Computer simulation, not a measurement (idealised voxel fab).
Process module name: voxel ribs on slabs
Square cells of 5 nm make up the cross-section cut, whose width is 175 nm.
Cross-section layout: square cells on a grid; listed as bands, top to bottom; a band spans one or more cell rows. Band entry format. Leading values: height of top, height of bottom, nm. Remainder: materials in left-to-right order, each with its width in nm. Special words: "edge to edge" on a single material, which then fills the band edge to edge; "air", empty space. Heights are measured from 0, the level below which the as-received wafer is all one material; the lowest band has no bottom and continues downward, written as in "0 and below". It should be noted that a width expressed as "30..40" varies in equal increments from row to row of cells within the band, taking the value of the first number at the top row and that of the second number at the bottom row. "everything unchanged" -> step changed no cross-section cell. What "Non-vented voids" gives you is every empty space of 8 cells or more that is cut off from the top. Each appears as width x height at distance, with the distance taken from the left edge and width, height and distance all in nm. What comes after the settings on a step's line is commentary from the simulator itself on that step. "overlay nm" denotes, for a step that has a mask, the displacement of the mask to the right of its planned place, with negative values corresponding to the left.

### The following list gives the planned process steps
1. RECEIVE (material Si)
2. DIRECTIONAL_DEP (material SiO2; thk nm 30)
3. DIRECTIONAL_DEP (material SiN; thk nm 15)
4. DIRECTIONAL_DEP (material aC; thk nm 15)
5. PATTERN (tone cover; mask id RIB; material resist; width nm 15; thk nm 35; overlay nm 0)
6. DIRECTIONAL_ETCH (etch materials aC; depth nm 15)
7. STRIP (etch materials resist)
8. DIRECTIONAL_ETCH (etch materials SiN; depth nm 5)
9. STRIP (etch materials aC)
10. DIRECTIONAL_DEP (material aC; thk nm 15)
11. PATTERN (tone cover; mask id SLAB; material resist; width nm 45; thk nm 35; overlay nm 0)
12. DIRECTIONAL_ETCH (etch materials aC; depth nm 15)
13. STRIP (etch materials resist)
14. DIRECTIONAL_ETCH (etch materials SiN; depth nm 10)
15. STRIP (etch materials aC)
16. FILL_DEP (material SiO2; thk nm 20)
17. CMP (height nm 55)
18. DIRECTIONAL_DEP (material W; thk nm 10)
19. DIRECTIONAL_DEP (material aC; thk nm 10)
20. PATTERN (tone cover; mask id HEATER; material resist; width nm 25; thk nm 30; overlay nm 0)
21. DIRECTIONAL_ETCH (etch materials aC; depth nm 10)
22. STRIP (etch materials resist)
23. DIRECTIONAL_ETCH (etch materials W; depth nm 10)
24. STRIP (etch materials aC)
25. CONFORMAL_DEP (material SiN; thk nm 10)

### Incoming wafer in cross-section (state: after step 1)
- 0 and below = Si edge to edge
- Non-vented voids: none

### First of two wafers at the end of the module, shown in cross-section; run carried out as planned
- 75 down to 65 = air 65 nm, SiN 45 nm, air 65 nm
- 65 down to 55 = SiN 75 nm, W 25 nm, SiN 75 nm
- 55 down to 45 = SiO2 edge to edge
- 45 down to 40 = SiO2 80 nm, SiN 15 nm, SiO2 80 nm
- 40 down to 30 = SiO2 65 nm, SiN 45 nm, SiO2 65 nm
- 30 down to 0 = SiO2 edge to edge
- 0 and below = Si edge to edge
- Non-vented voids: none

### Same start, same plan as the first wafer - but one mistake in the run. Cross-section of the second of the two at the end of the module
- 85 down to 65 = SiN edge to edge
- 65 down to 55 = W edge to edge
- 55 down to 45 = SiO2 edge to edge
- 45 down to 40 = SiO2 80 nm, SiN 15 nm, SiO2 80 nm
- 40 down to 30 = SiO2 65 nm, SiN 45 nm, SiO2 65 nm
- 30 down to 0 = SiO2 edge to edge
- 0 and below = Si edge to edge
- Non-vented voids: none
So what did we get wrong on this run? planned and actual differ for step 19; actual: DIRECTIONAL_DEP (material SiN; thk nm 10)
At the finish, the second wafer shows more or fewer cells for some materials than the first does: SiN +62; W +60
